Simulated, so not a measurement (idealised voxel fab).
Process module name: voxel gate over fins
In the cross-section labelled cut, the width is 165 nm and each square cell is 5 nm.
Cross-section = grid of square cells, listed top down in bands; band = one or more rows.
Top, bottom (nm), then materials left to right with widths (nm); lone material tagged "all across" fills the whole band edge to edge; "blank" = empty space.
Height is counted from the level 0, under which the received wafer is composed throughout of one material. The lowest of the bands is not closed at the bottom but continues downward, in the notation "0 nm and below".
It should be noted that a width expressed as "30->40" varies in equal increments from row to row of cells within the band, taking the value of the first number at the top row and that of the second number at the bottom row.
A step reported as "nothing different" is a step in which no cell of the cross-section changed.
"Enclosed voids" contains a list of empty spaces, each no smaller than 8 cells and without an open way to the top, written in the form width x height at distance with the distance from the left edge and all three in nm.
Note: text after step settings on the step line = simulator remark on that step.
Regarding "overlay nm": on a step with a mask, it is the distance the mask lay to the right of its planned place; a negative value places it to the left.

Steps in the process plan
step 1: RECEIVE: material Si
step 2: CONFORMAL_DEP: material SiN, thk nm 10
step 3: MASKED_ETCH: tone cover, mask id FINS, width nm 15, pitch nm 35, etch materials SiN, depth nm 10, overlay nm 0
step 4: MASKED_ETCH: tone cover, mask id FINS, width nm 15, pitch nm 35, etch materials Si, depth nm 30, overlay nm 0
step 5: OXIDIZE: depth nm 5
step 6: FILL_DEP: material SiO2, thk nm 5
step 7: CMP: height nm 10
step 8: SELECTIVE_ETCH: etch materials SiO2, depth nm 20
step 9: STRIP: etch materials SiN
step 10: CONFORMAL_DEP: material HfO2, thk nm 5
step 11: CONFORMAL_DEP: material TiN, thk nm 5
step 12: FILL_DEP: material W, thk nm 10
step 13: CMP: height nm 15
step 14: CONFORMAL_DEP: material SiN, thk nm 10

Step 1 complete: cross-section of the wafer as received
  0 nm and below: Si all across
  Enclosed voids: none

Same starting wafer, same plan as above, one mistake in the execution; this is the cross-section at the end of the module
  25 nm to 15 nm: SiN all across
  15 nm to 5 nm: W all across
  5 nm to 0 nm: W: 40  TiN: 15  W: 20  TiN: 15  W: 20  TiN: 15  W: 40
  0 nm to -5 nm: W: 40  TiN: 5  Si: 5  TiN: 5  W: 20  TiN: 5  Si: 5  TiN: 5  W: 20  TiN: 5  Si: 5  TiN: 5  W: 40
  -5 nm to -10 nm: TiN: 45  Si: 5  TiN: 30  Si: 5  TiN: 30  Si: 5  TiN: 45
  -10 nm to -35 nm: SiO2: 45  Si: 5  SiO2: 30  Si: 5  SiO2: 30  Si: 5  SiO2: 45
  -35 nm and below: Si all across
  Enclosed voids: none
It is concluded that the wafer was processed incorrectly with respect to the plan, in that step 10 of the plan: omitted, not performed
